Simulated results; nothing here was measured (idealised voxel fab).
A process module follows: voxel capacitor over wiring.
Square cells of 5 nm make up the cross-section cut, whose width is 160 nm.
This document writes a cross-section as a grid whose cells are square, and gives it as bands, listed from the top down; one or more rows of cells form a band. Top height, bottom height, nm. Materials left to right, width each, nm. Single material + "edge to edge" = fills band edge to edge. "air" = empty. Height reference: 0 = level under which incoming wafer is all one material. Lowest band: no bottom, runs on downward, e.g. "0 down". Graded width ("30 to 40"): value in top row of band = first number; value in bottom row = second number; row-to-row change constant. Any step labelled "no change occurred" changed none of the cells in the cross-section. "Voids, fully enclosed": sealed empty spaces, 8 cells or more, no open way to top, listed width x height at distance, with distance from the left edge and width, height and distance in nm. That trailing text on a step's line, after the settings, is the simulator's own remark on the step. A step's line can hold "overlay nm"; with a mask on that step, the setting says how far right of the planned place the mask lay, while a negative setting says it lay to the left.

THE STEPS PLANNED FOR THE PROCESS ARE AS FOLLOWS
- 1: op RECEIVE | material Si
- 2: op CONFORMAL_DEP | material SiO2 | thk nm 15
- 3: op CONFORMAL_DEP | material SiCN | thk nm 5
- 4: op DIRECTIONAL_DEP | material SiO2 | thk nm 20
- 5: op DIRECTIONAL_DEP | material aC | thk nm 15
- 6: op PATTERN | tone open | mask id METAL_1 | material resist | width nm 20 | pitch nm 70 | thk nm 35 | overlay nm 0
- 7: op DIRECTIONAL_ETCH | etch materials aC | depth nm 15
- 8: op STRIP | etch materials resist
- 9: op DIRECTIONAL_ETCH | etch materials SiO2 | depth nm 20
- 10: op DIRECTIONAL_ETCH | etch materials SiCN | depth nm 5
- 11: op STRIP | etch materials aC
- 12: op CONFORMAL_DEP | material TiN | thk nm 5
- 13: op FILL_DEP | material Cu | thk nm 5
- 14: op CMP | height nm 40
- 15: op EPI | material Ru | thk nm 5
- 16: op FILL_DEP | material SiCN | thk nm 5
- 17: op DIRECTIONAL_DEP | material lowk | thk nm 10
- 18: op PATTERN | tone open | mask id PLUG_1 | material resist | width nm 15 | thk nm 20 | overlay nm 0
- 19: op DIRECTIONAL_ETCH | etch materials lowk | depth nm 10
- 20: op DIRECTIONAL_ETCH | etch materials SiCN | depth nm 5
- 21: op STRIP | etch materials resist
- 22: op CONFORMAL_DEP | material TiN | thk nm 5
- 23: op FILL_DEP | material W | thk nm 5
- 24: op CMP | height nm 60
- 25: op DIRECTIONAL_DEP | material TiN | thk nm 5
- 26: op DIRECTIONAL_DEP | material SiN | thk nm 5
- 27: op DIRECTIONAL_DEP | material TiN | thk nm 10
- 28: op DIRECTIONAL_DEP | material aC | thk nm 15
- 29: op PATTERN | tone cover | mask id UPPER_PLATE | material resist | width nm 55 | thk nm 35 | overlay nm 0
- 30: op DIRECTIONAL_ETCH | etch materials aC | depth nm 15
- 31: op STRIP | etch materials resist
- 32: op DIRECTIONAL_ETCH | etch materials TiN | depth nm 10
- 33: op DIRECTIONAL_ETCH | etch materials SiN | depth nm 5
- 34: op STRIP | etch materials aC
- 35: op PATTERN | tone cover | mask id LOWER_PLATE | material resist | width nm 65 | thk nm 20 | overlay nm 0
- 36: op DIRECTIONAL_ETCH | etch materials TiN | depth nm 5
- 37: op STRIP | etch materials resist
- 38: op FILL_DEP | material SiO2 | thk nm 15
- 39: op CMP | height nm 90
- 40: op MASKED_ETCH | tone open | mask id PLUG_2 | width nm 15 | etch materials SiO2 | depth nm 10 | overlay nm 0
- 41: op CONFORMAL_DEP | material TiN | thk nm 5
- 42: op FILL_DEP | material Cu | thk nm 10
- 43: op CMP | height nm 90
- 44: op CONFORMAL_DEP | material SiN | thk nm 5

HERE'S WHAT THE WAFER LOOKED LIKE IN CROSS-SECTION WHEN IT ARRIVED - THAT'S AFTER STEP 1
	0 down = Si edge to edge
	Voids, fully enclosed: none

WAFER AT MODULE END, IN SECTION. BEGAN AS ABOVE, PLANNED AS ABOVE, RUN WITH ONE MISTAKE
	95 to 90 = SiN edge to edge
	90 to 85 = 50 nm SiO2  5 nm TiN  5 nm Cu  5 nm TiN  95 nm SiO2
	85 to 80 = 50 nm SiO2  15 nm TiN  95 nm SiO2
	80 to 70 = 40 nm SiO2  55 nm TiN  65 nm SiO2
	70 to 65 = 40 nm SiO2  55 nm SiN  65 nm SiO2
	65 to 60 = 35 nm SiO2  65 nm TiN  60 nm SiO2
	60 to 50 = 40 nm lowk  5 nm TiN  5 nm W  5 nm TiN  105 nm lowk
	50 to 45 = 40 nm SiCN  15 nm TiN  105 nm SiCN
	45 to 40 = 30 nm SiCN  30 nm Ru  40 nm SiCN  30 nm Ru  30 nm SiCN
	40 to 25 = 35 nm SiO2  5 nm TiN  10 nm Cu  5 nm TiN  50 nm SiO2  5 nm TiN  10 nm Cu  5 nm TiN  35 nm SiO2
	25 to 20 = 35 nm SiO2  20 nm TiN  50 nm SiO2  20 nm TiN  35 nm SiO2
	20 to 5 = SiO2 edge to edge
	5 to 0 = SiCN edge to edge
	0 down = Si edge to edge
	Voids, fully enclosed: none
Heads up, the wafer didn't run the way we planned it: transposition of steps 2 and 3 relative to the planned sequence
